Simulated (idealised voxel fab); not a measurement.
You're looking at the process module voxel self aligned vias.
Displayed cross-section: cut, width of 285 nm, square cells sized 5 nm.
A cross-section is a grid of square cells, given in bands from the top down. A band is one or more rows of cells. Quick guide to a band line: top height, bottom height (nm) up front; then every material left to right with its width in nm. Only one material and it's marked "edge to edge"? Then it fills the band edge to edge. And "empty" just means empty space. For the purposes of this specification, 0 denotes the height below which the wafer in its as-received condition is composed wholly of one material, and the lowermost band, lacking a lower limit, extends downward without end, as expressed in "0 nm and below". Width spec "30..40" -> top row of cells at first value, bottom row at second value, equal per-row change in between. "changes: none" for a step: no cell of the cross-section changed in that step. Empty spaces counting at least 8 cells and having no open way to the top are listed in "Voids, fully enclosed". The notation width x height at distance is used for each, the distance being from the left edge and all three values in nm. That trailing text on a step's line, after the settings, is the simulator's own remark on the step. For masked steps, "overlay nm" on the step line gives how far right of plan the mask actually lay; a minus sign means it lay to the left.
Here's what the planned process steps look like:
1,RECEIVE [material Si]
2,CONFORMAL_DEP [material SiO2] [thk nm 10]
3,CONFORMAL_DEP [material SiCN] [thk nm 5]
4,DIRECTIONAL_DEP [material lowk] [thk nm 20]
5,DIRECTIONAL_DEP [material aC] [thk nm 15]
6,PATTERN [tone open] [mask id LINES] [material resist] [width nm 25] [pitch nm 55] [thk nm 35] [overlay nm 0]
7,DIRECTIONAL_ETCH [etch materials aC] [depth nm 15]
8,STRIP [etch materials resist]
9,DIRECTIONAL_ETCH [etch materials lowk] [depth nm 20]
10,STRIP [etch materials aC]
11,CONFORMAL_DEP [material TiN] [thk nm 5]
12,FILL_DEP [material Ru] [thk nm 10]
13,CMP [height nm 35]
14,SELECTIVE_ETCH [etch materials W Ru TiN] [depth nm 10]
15,FILL_DEP [material SiN] [thk nm 10]
16,CMP [height nm 35]
17,DIRECTIONAL_DEP [material lowk] [thk nm 15]
18,DIRECTIONAL_DEP [material aC] [thk nm 15]
19,PATTERN [tone open] [mask id VIAS] [material resist] [width nm 35] [pitch nm 110] [thk nm 35] [overlay nm 0]
20,DIRECTIONAL_ETCH [etch materials aC] [depth nm 15]
21,STRIP [etch materials resist]
22,DIRECTIONAL_ETCH [etch materials lowk] [depth nm 15]
23,DIRECTIONAL_ETCH [etch materials SiN] [depth nm 10]
24,STRIP [etch materials aC]
25,CONFORMAL_DEP [material TiN] [thk nm 5]
26,FILL_DEP [material W] [thk nm 10]
27,CMP [height nm 50]
28,CONFORMAL_DEP [material SiN] [thk nm 5]
On the first of the two wafers: run conducted according to plan:
Step 1 complete: cross-section of the wafer as received:
    0 nm and below = Si edge to edge
    Voids, fully enclosed: none
Wafer section view after processing step 2:
    10 nm to 0 nm = SiO2 edge to edge
    Nothing below the height 0 has changed.
Wafer section view after processing step 3:
    15 nm to 10 nm = SiCN edge to edge
    Nothing below the height 10 has changed.
Wafer section view after processing step 4:
    35 nm to 15 nm = lowk edge to edge
    Nothing below the height 15 has changed.
Wafer section view after processing step 5:
    50 nm to 35 nm = aC edge to edge
    Nothing below the height 35 has changed.
Wafer section view after processing step 6:
    85 nm to 50 nm = 75 of resist | 25 of empty | 30 of resist | 25 of empty | 30 of resist | 25 of empty | 75 of resist
    Nothing below the height 50 has changed.
Wafer section view after processing step 7:
    70 nm to 50 nm = 75 of resist | 25 of empty | 30 of resist | 25 of empty | 30 of resist | 25 of empty | 75 of resist
    50 nm to 35 nm = 75 of aC | 25 of empty | 30 of aC | 25 of empty | 30 of aC | 25 of empty | 75 of aC
    Nothing below the height 35 has changed.
Wafer section view after processing step 8:
    50 nm to 35 nm = 75 of aC | 25 of empty | 30 of aC | 25 of empty | 30 of aC | 25 of empty | 75 of aC
    Nothing below the height 35 has changed.
Wafer section view after processing step 9:
    50 nm to 35 nm = 75 of aC | 25 of empty | 30 of aC | 25 of empty | 30 of aC | 25 of empty | 75 of aC
    35 nm to 15 nm = 75 of lowk | 25 of empty | 30 of lowk | 25 of empty | 30 of lowk | 25 of empty | 75 of lowk
    Nothing below the height 15 has changed.
Wafer section view after processing step 10:
    35 nm to 15 nm = 75 of lowk | 25 of empty | 30 of lowk | 25 of empty | 30 of lowk | 25 of empty | 75 of lowk
    Nothing below the height 15 has changed.
Wafer section view after processing step 11:
    40 nm to 35 nm = 80 of TiN | 15 of empty | 40 of TiN | 15 of empty | 40 of TiN | 15 of empty | 80 of TiN
    35 nm to 20 nm = 75 of lowk | 5 of TiN | 15 of empty | 5 of TiN | 30 of lowk | 5 of TiN | 15 of empty | 5 of TiN | 30 of lowk | 5 of TiN | 15 of empty | 5 of TiN | 75 of lowk
    20 nm to 15 nm = 75 of lowk | 25 of TiN | 30 of lowk | 25 of TiN | 30 of lowk | 25 of TiN | 75 of lowk
    Nothing below the height 15 has changed.
Wafer section view after processing step 12:
    50 nm to 40 nm = Ru edge to edge
    40 nm to 35 nm = 80 of TiN | 15 of Ru | 40 of TiN | 15 of Ru | 40 of TiN | 15 of Ru | 80 of TiN
    35 nm to 20 nm = 75 of lowk | 5 of TiN | 15 of Ru | 5 of TiN | 30 of lowk | 5 of TiN | 15 of Ru | 5 of TiN | 30 of lowk | 5 of TiN | 15 of Ru | 5 of TiN | 75 of lowk
    Nothing below the height 20 has changed.
Wafer section view after processing step 13:
    35 nm to 20 nm = 75 of lowk | 5 of TiN | 15 of Ru | 5 of TiN | 30 of lowk | 5 of TiN | 15 of Ru | 5 of TiN | 30 of lowk | 5 of TiN | 15 of Ru | 5 of TiN | 75 of lowk
    Nothing below the height 20 has changed.
Wafer section view after processing step 14:
    35 nm to 25 nm = 75 of lowk | 25 of empty | 30 of lowk | 25 of empty | 30 of lowk | 25 of empty | 75 of lowk
    Nothing below the height 25 has changed.
Wafer section view after processing step 15:
    45 nm to 35 nm = SiN edge to edge
    35 nm to 25 nm = 75 of lowk | 25 of SiN | 30 of lowk | 25 of SiN | 30 of lowk | 25 of SiN | 75 of lowk
    Nothing below the height 25 has changed.
Wafer section view after processing step 16:
    35 nm to 25 nm = 75 of lowk | 25 of SiN | 30 of lowk | 25 of SiN | 30 of lowk | 25 of SiN | 75 of lowk
    Nothing below the height 25 has changed.
Wafer section view after processing step 17:
    50 nm to 35 nm = lowk edge to edge
    Nothing below the height 35 has changed.
Wafer section view after processing step 18:
    65 nm to 50 nm = aC edge to edge
    Nothing below the height 50 has changed.
Wafer section view after processing step 19:
    100 nm to 65 nm = 70 of resist | 35 of empty | 75 of resist | 35 of empty | 70 of resist
    Nothing below the height 65 has changed.
Wafer section view after processing step 20:
    85 nm to 65 nm = 70 of resist | 35 of empty | 75 of resist | 35 of empty | 70 of resist
    65 nm to 50 nm = 70 of aC | 35 of empty | 75 of aC | 35 of empty | 70 of aC
    Nothing below the height 50 has changed.
Wafer section view after processing step 21:
    65 nm to 50 nm = 70 of aC | 35 of empty | 75 of aC | 35 of empty | 70 of aC
    Nothing below the height 50 has changed.
Wafer section view after processing step 22:
    65 nm to 50 nm = 70 of aC | 35 of empty | 75 of aC | 35 of empty | 70 of aC
    50 nm to 35 nm = 70 of lowk | 35 of empty | 75 of lowk | 35 of empty | 70 of lowk
    Nothing below the height 35 has changed.
Wafer section view after processing step 23:
    65 nm to 50 nm = 70 of aC | 35 of empty | 75 of aC | 35 of empty | 70 of aC
    50 nm to 35 nm = 70 of lowk | 35 of empty | 75 of lowk | 35 of empty | 70 of lowk
    35 nm to 25 nm = 75 of lowk | 25 of empty | 30 of lowk | 25 of SiN | 30 of lowk | 25 of empty | 75 of lowk
    Nothing below the height 25 has changed.
Wafer section view after processing step 24:
    50 nm to 35 nm = 70 of lowk | 35 of empty | 75 of lowk | 35 of empty | 70 of lowk
    Nothing below the height 35 has changed.
Wafer section view after processing step 25:
    55 nm to 50 nm = 75 of TiN | 25 of empty | 85 of TiN | 25 of empty | 75 of TiN
    50 nm to 40 nm = 70 of lowk | 5 of TiN | 25 of empty | 5 of TiN | 75 of lowk | 5 of TiN | 25 of empty | 5 of TiN | 70 of lowk
    40 nm to 35 nm = 70 of lowk | 10 of TiN | 15 of empty | 10 of TiN | 75 of lowk | 10 of TiN | 15 of empty | 10 of TiN | 70 of lowk
    35 nm to 30 nm = 75 of lowk | 5 of TiN | 15 of empty | 5 of TiN | 30 of lowk | 25 of SiN | 30 of lowk | 5 of TiN | 15 of empty | 5 of TiN | 75 of lowk
    30 nm to 25 nm = 75 of lowk | 25 of TiN | 30 of lowk | 25 of SiN | 30 of lowk | 25 of TiN | 75 of lowk
    Nothing below the height 25 has changed.
Wafer section view after processing step 26:
    65 nm to 55 nm = W edge to edge
    55 nm to 50 nm = 75 of TiN | 25 of W | 85 of TiN | 25 of W | 75 of TiN
    50 nm to 40 nm = 70 of lowk | 5 of TiN | 25 of W | 5 of TiN | 75 of lowk | 5 of TiN | 25 of W | 5 of TiN | 70 of lowk
    40 nm to 35 nm = 70 of lowk | 10 of TiN | 15 of W | 10 of TiN | 75 of lowk | 10 of TiN | 15 of W | 10 of TiN | 70 of lowk
    35 nm to 30 nm = 75 of lowk | 5 of TiN | 15 of W | 5 of TiN | 30 of lowk | 25 of SiN | 30 of lowk | 5 of TiN | 15 of W | 5 of TiN | 75 of lowk
    Nothing below the height 30 has changed.
Wafer section view after processing step 27:
    50 nm to 40 nm = 70 of lowk | 5 of TiN | 25 of W | 5 of TiN | 75 of lowk | 5 of TiN | 25 of W | 5 of TiN | 70 of lowk
    Nothing below the height 40 has changed.
Wafer section view after processing step 28:
    55 nm to 50 nm = SiN edge to edge
    Nothing below the height 50 has changed.
What follows concerns the second wafer, which started out like the first and was meant to follow the very same plan; one mistake crept in when it was run, but everything up to and including step 15 is the same as for the first wafer:
Second wafer cross-section, taken as of the time the plan sets for step 16 to be done:
    25 nm to 20 nm = 75 of lowk | 5 of TiN | 15 of Ru | 5 of TiN | 30 of lowk | 5 of TiN | 15 of Ru | 5 of TiN | 30 of lowk | 5 of TiN | 15 of Ru | 5 of TiN | 75 of lowk
    Nothing below the height 20 has changed.
Second wafer cross-section, taken as of the time the plan sets for step 17 to be done:
    40 nm to 25 nm = lowk edge to edge
    Nothing below the height 25 has changed.
Second wafer cross-section, taken as of the time the plan sets for step 18 to be done:
    55 nm to 40 nm = aC edge to edge
    Nothing below the height 40 has changed.
Second wafer cross-section, taken as of the time the plan sets for step 19 to be done:
    90 nm to 55 nm = 70 of resist | 35 of empty | 75 of resist | 35 of empty | 70 of resist
    Nothing below the height 55 has changed.
Second wafer cross-section, taken as of the time the plan sets for step 20 to be done:
    75 nm to 55 nm = 70 of resist | 35 of empty | 75 of resist | 35 of empty | 70 of resist
    55 nm to 40 nm = 70 of aC | 35 of empty | 75 of aC | 35 of empty | 70 of aC
    Nothing below the height 40 has changed.
Second wafer cross-section, taken as of the time the plan sets for step 21 to be done:
    55 nm to 40 nm = 70 of aC | 35 of empty | 75 of aC | 35 of empty | 70 of aC
    Nothing below the height 40 has changed.
Second wafer cross-section, taken as of the time the plan sets for step 22 to be done:
    55 nm to 40 nm = 70 of aC | 35 of empty | 75 of aC | 35 of empty | 70 of aC
    40 nm to 25 nm = 70 of lowk | 35 of empty | 75 of lowk | 35 of empty | 70 of lowk
    Nothing below the height 25 has changed.
Second wafer cross-section, taken as of the time the plan sets for step 23 to be done: changes: none
Second wafer cross-section, taken as of the time the plan sets for step 24 to be done:
    40 nm to 25 nm = 70 of lowk | 35 of empty | 75 of lowk | 35 of empty | 70 of lowk
    Nothing below the height 25 has changed.
Second wafer cross-section, taken as of the time the plan sets for step 25 to be done:
    45 nm to 40 nm = 75 of TiN | 25 of empty | 85 of TiN | 25 of empty | 75 of TiN
    40 nm to 30 nm = 70 of lowk | 5 of TiN | 25 of empty | 5 of TiN | 75 of lowk | 5 of TiN | 25 of empty | 5 of TiN | 70 of lowk
    30 nm to 25 nm = 70 of lowk | 35 of TiN | 75 of lowk | 35 of TiN | 70 of lowk
    Nothing below the height 25 has changed.
Second wafer cross-section, taken as of the time the plan sets for step 26 to be done:
    55 nm to 45 nm = W edge to edge
    45 nm to 40 nm = 75 of TiN | 25 of W | 85 of TiN | 25 of W | 75 of TiN
    40 nm to 30 nm = 70 of lowk | 5 of TiN | 25 of W | 5 of TiN | 75 of lowk | 5 of TiN | 25 of W | 5 of TiN | 70 of lowk
    Nothing below the height 30 has changed.
Second wafer cross-section, taken as of the time the plan sets for step 27 to be done:
    50 nm to 45 nm = W edge to edge
    Nothing below the height 45 has changed.
Second wafer cross-section, taken as of the time the plan sets for step 28 to be done:
    55 nm to 50 nm = SiN edge to edge
    Nothing below the height 50 has changed.
Heads up, the wafer didn't run the way we planned it: not per plan at step 16, really ran CMP [height nm 25]
Final tally in cells, some materials are higher or lower on the second wafer than on the first: -10 SiN; +39 TiN; +55 W; -84 lowk
